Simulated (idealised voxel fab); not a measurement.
voxel transistor to metal: a process module
Pictured: cross-section cut, 155 nm wide, on a grid of 5 nm square cells.
Each cross-section below is a grid of square cells, stated as bands in top-down order, with one or more rows of cells making up each band. Quick guide to a band line: top height, bottom height (nm) up front; then every material left to right with its width in nm. Only one material and it's marked "full width"? Then it fills the band edge to edge. And "blank" just means empty space. Below 0: as-received wafer, all one material; heights counted from there. Lowest band: no bottom, goes on down, written "from 0 down". The expression "30->40" gives the width at the extremes of the band, the first number at its top row of cells and the second at its bottom row, with the width changing by equal amounts from each row to the next in between. "same as before" after a step means that no cell of the cross-section changed. Empty spaces without an open route to the top, at least 8 cells in extent, make up the entry "Voids, sealed"; each is given as width x height at distance, where the distance is measured from the left edge, and all are in nm. On each step's line, the part that comes after the settings is the simulator's own comment on the step. The optional step-line setting "overlay nm" applies to steps with a mask and quantifies how far to the right of its planned location the mask lay, a negative value indicating leftward placement.
This section lists the process steps that were planned:
1. RECEIVE [material Si]
2. OXIDIZE [depth nm 5]
3. CONFORMAL_DEP [material SiN] [thk nm 10]
4. PATTERN [tone cover] [mask id ACTIVE] [material resist] [width nm 100] [thk nm 20] [overlay nm 0]
5. DIRECTIONAL_ETCH [etch materials SiN] [depth nm 10]
6. DIRECTIONAL_ETCH [etch materials SiO2] [depth nm 5]
7. DIRECTIONAL_ETCH [etch materials Si] [depth nm 20]
8. STRIP [etch materials resist]
9. OXIDIZE [depth nm 5]
10. FILL_DEP [material SiO2] [thk nm 5]
11. CMP [height nm 10]
12. SELECTIVE_ETCH [etch materials SiO2] [depth nm 10]
13. STRIP [etch materials SiN]
14. SELECTIVE_ETCH [etch materials SiO2] [depth nm 5]
15. OXIDIZE [depth nm 5]
16. DIRECTIONAL_DEP [material polySi] [thk nm 20]
17. DIRECTIONAL_DEP [material SiCN] [thk nm 10]
18. PATTERN [tone cover] [mask id GATE] [material resist] [width nm 20] [thk nm 20] [overlay nm 0]
19. DIRECTIONAL_ETCH [etch materials SiCN] [depth nm 20]
20. DIRECTIONAL_ETCH [etch materials polySi] [depth nm 30]
21. STRIP [etch materials resist]
22. CONFORMAL_DEP [material SiN] [thk nm 5]
23. DIRECTIONAL_ETCH [etch materials SiN] [depth nm 5]
24. DIRECTIONAL_ETCH [etch materials SiO2] [depth nm 5]
25. DIRECTIONAL_ETCH [etch materials Si] [depth nm 5]
26. EPI [material pSi] [thk nm 5]
27. FILL_DEP [material SiO2] [thk nm 10]
28. CMP [height nm 25]
29. DIRECTIONAL_DEP [material SiO2] [thk nm 15]
30. PATTERN [tone open] [mask id CONTACT] [material resist] [width nm 30] [pitch nm 60] [thk nm 15] [overlay nm 0]
31. DIRECTIONAL_ETCH [etch materials SiO2] [depth nm 50]
32. STRIP [etch materials resist]
33. CONFORMAL_DEP [material TiN] [thk nm 5]
34. FILL_DEP [material Ru] [thk nm 10]
35. CMP [height nm 40]
36. CONFORMAL_DEP [material SiCN] [thk nm 5]
37. DIRECTIONAL_DEP [material SiO2] [thk nm 20]
38. DIRECTIONAL_DEP [material aC] [thk nm 10]
39. PATTERN [tone open] [mask id METAL_1] [material resist] [width nm 20] [pitch nm 70] [thk nm 25] [overlay nm 0]
40. DIRECTIONAL_ETCH [etch materials aC] [depth nm 10]
41. STRIP [etch materials resist]
42. DIRECTIONAL_ETCH [etch materials SiO2] [depth nm 20]
43. DIRECTIONAL_ETCH [etch materials SiCN] [depth nm 5]
44. STRIP [etch materials aC]
45. CONFORMAL_DEP [material TiN] [thk nm 5]
46. FILL_DEP [material Ru] [thk nm 10]
47. CMP [height nm 65]
48. EPI [material Ru] [thk nm 5]
49. FILL_DEP [material SiCN] [thk nm 5]
50. DIRECTIONAL_DEP [material lowk] [thk nm 30]
51. MASKED_ETCH [tone open] [mask id METAL_2] [width nm 20] [pitch nm 70] [etch materials lowk] [depth nm 15] [overlay nm 0]
52. MASKED_ETCH [tone open] [mask id METAL_2_HOLES] [width nm 15] [pitch nm 70] [etch materials lowk] [depth nm 15] [overlay nm 0]
53. MASKED_ETCH [tone open] [mask id METAL_2_HOLES] [width nm 15] [pitch nm 70] [etch materials SiCN] [depth nm 5] [overlay nm 0]
54. CONFORMAL_DEP [material TiN] [thk nm 5]
55. FILL_DEP [material Ru] [thk nm 10]
56. CMP [height nm 105]
57. CONFORMAL_DEP [material SiN] [thk nm 5]
Cross-section of the incoming wafer, state after step 1:
> from 0 down  Si full width
> Voids, sealed: none
First of two wafers, end-of-module section, run followed plan:
> from 110 to 105  SiN full width
> from 105 to 95  30 lowk | 5 TiN | 10 Ru | 5 TiN | 50 lowk | 5 TiN | 10 Ru | 5 TiN | 35 lowk
> from 95 to 90  30 lowk | 5 TiN | 5 Ru | 10 TiN | 50 lowk | 5 TiN | 5 Ru | 10 TiN | 35 lowk
> from 90 to 75  30 lowk | 5 TiN | 5 Ru | 5 TiN | 55 lowk | 5 TiN | 5 Ru | 5 TiN | 40 lowk
> from 75 to 70  30 SiCN | 15 TiN | 55 SiCN | 15 TiN | 40 SiCN
> from 70 to 65  25 SiCN | 30 Ru | 40 SiCN | 30 Ru | 30 SiCN
> from 65 to 45  30 SiO2 | 5 TiN | 10 Ru | 5 TiN | 50 SiO2 | 5 TiN | 10 Ru | 5 TiN | 35 SiO2
> from 45 to 40  30 SiCN | 20 TiN | 50 SiCN | 20 TiN | 35 SiCN
> from 40 to 25  30 SiO2 | 5 TiN | 20 Ru | 5 TiN | 30 SiO2 | 5 TiN | 20 Ru | 5 TiN | 35 SiO2
> from 25 to 15  30 SiO2 | 5 TiN | 20 Ru | 5 TiN | 5 SiN | 20 SiCN | 5 SiN | 5 TiN | 20 Ru | 5 TiN | 35 SiO2
> from 15 to 0  30 SiO2 | 5 TiN | 20 Ru | 5 TiN | 5 SiN | 20 polySi | 5 SiN | 5 TiN | 20 Ru | 5 TiN | 35 SiO2
> from 0 to -5  30 SiO2 | 5 TiN | 15 Ru | 10 TiN | 5 SiN | 20 polySi | 5 SiN | 10 TiN | 15 Ru | 5 TiN | 35 SiO2
> from -5 to -10  30 SiO2 | 25 TiN | 5 pSi | 30 SiO2 | 5 pSi | 25 TiN | 35 SiO2
> from -10 to -15  30 SiO2 | 30 pSi | 30 Si | 30 pSi | 35 SiO2
> from -15 to -30  30 SiO2 | 90 Si | 35 SiO2
> from -30 down  Si full width
> Voids, sealed: none
Wafer two cross-section, module end. Start and plan unchanged from wafer one; one mistake made during the run:
> from 110 to 105  SiN full width
> from 105 to 95  30 lowk | 5 TiN | 10 Ru | 5 TiN | 50 lowk | 5 TiN | 10 Ru | 5 TiN | 35 lowk
> from 95 to 90  30 lowk | 5 TiN | 5 Ru | 10 TiN | 50 lowk | 5 TiN | 5 Ru | 10 TiN | 35 lowk
> from 90 to 75  30 lowk | 5 TiN | 5 Ru | 5 TiN | 55 lowk | 5 TiN | 5 Ru | 5 TiN | 40 lowk
> from 75 to 70  30 SiCN | 15 TiN | 55 SiCN | 15 TiN | 40 SiCN
> from 70 to 65  25 SiCN | 30 Ru | 40 SiCN | 30 Ru | 30 SiCN
> from 65 to 45  30 SiO2 | 5 TiN | 10 Ru | 5 TiN | 50 SiO2 | 5 TiN | 10 Ru | 5 TiN | 35 SiO2
> from 45 to 40  30 SiCN | 20 TiN | 50 SiCN | 20 TiN | 35 SiCN
> from 40 to 25  30 SiO2 | 5 TiN | 20 Ru | 5 TiN | 30 SiO2 | 5 TiN | 20 Ru | 5 TiN | 35 SiO2
> from 25 to 15  30 SiO2 | 5 TiN | 20 Ru | 5 TiN | 5 SiN | 20 SiCN | 5 SiN | 5 TiN | 20 Ru | 5 TiN | 35 SiO2
> from 15 to 0  30 SiO2 | 5 TiN | 20 Ru | 5 TiN | 5 SiN | 20 polySi | 5 SiN | 5 TiN | 20 Ru | 5 TiN | 35 SiO2
> from 0 to -5  30 SiO2 | 5 TiN | 15 Ru | 10 TiN | 5 SiN | 20 polySi | 5 SiN | 10 TiN | 15 Ru | 5 TiN | 35 SiO2
> from -5 to -10  30 SiO2 | 25 TiN | 5 pSi | 30 SiO2 | 5 pSi | 25 TiN | 35 SiO2
> from -10 to -15  30 SiO2 | 30 pSi | 30 Si | 30 pSi | 35 SiO2
> from -15 to -50  30 SiO2 | 90 Si | 35 SiO2
> from -50 down  Si full width
> Voids, sealed: none
Diagnosis: plan step 7 was conducted twice
End check, counted in cells, second wafer has more or fewer of these materials than the first: Si: 52 fewer, SiO2: 52 more
